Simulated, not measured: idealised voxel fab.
The following process module bears the name voxel tone inversion.
Pictured: cross-section cut, 155 nm wide, on a grid of 5 nm square cells.
Format of a cross-section: grid, square cells. Given as bands. Order: top down. Band: one or more rows of cells.
Band: top height; bottom height; in nm. Then, left to right: material with width in nm, for each material. "throughout": a single material spanning edge to edge. "blank": empty space.
A quick word on heights: they are counted from 0, and under that level the wafer as it came to us is one material throughout. The lowest band is different from the rest in having no bottom; it simply continues downward, written as in "0 nm and below".
Width: "30 to 40" (first number = top row, second number = bottom row, same change from row to row of cells).
The cross-section has no changed cell in any step marked "same as before".
"Closed void entries" lists enclosed empty spaces (at least 8 cells, no open path upward to the top), each as width x height at distance from the left edge, in nm.
Text after the settings on a step's line: the simulator's own remark on that step.
The line of a step may include "overlay nm". On a step with a mask, this value is how far to the right of its planned place the mask lay. A negative value means the mask lay to the left.

## Process steps foreseen in the plan
1) RECEIVE: material Si
2) CONFORMAL_DEP: material SiN, thk nm 5
3) DIRECTIONAL_DEP: material polySi, thk nm 15
4) PATTERN: tone cover, mask id POSTS, material resist, width nm 25, pitch nm 55, thk nm 20, overlay nm 0
5) DIRECTIONAL_ETCH: etch materials polySi, depth nm 15
6) STRIP: etch materials resist
7) FILL_DEP: material lowk, thk nm 5
8) CMP: height nm 20
9) STRIP: etch materials polySi
10) CONFORMAL_DEP: material TiN, thk nm 5
11) FILL_DEP: material Ru, thk nm 10
12) CMP: height nm 20
13) CONFORMAL_DEP: material SiN, thk nm 5

## Wafer as received: cross-section following step 1
    0 nm and below = Si throughout
    Closed void entries: none

## The following cross-section depicts the wafer upon conclusion of the module. Processing commenced from the starting condition illustrated above and adhered to the plan illustrated above, save for one mistake in execution
    25 nm to 20 nm = SiN throughout
    20 nm to 10 nm = 40 lowk, then 5 TiN, then 10 Ru, then 5 TiN, then 35 lowk, then 5 TiN, then 10 Ru, then 5 TiN, then 40 lowk
    10 nm to 5 nm = 40 lowk, then 20 TiN, then 35 lowk, then 20 TiN, then 40 lowk
    5 nm to 0 nm = SiN throughout
    0 nm and below = Si throughout
    Closed void entries: none
Deviation noted in wafer processing: step 4 was run on a setting that differed from the plan, and what really ran there is PATTERN: tone cover, mask id POSTS, material resist, width nm 20, pitch nm 55, thk nm 20, overlay nm 0
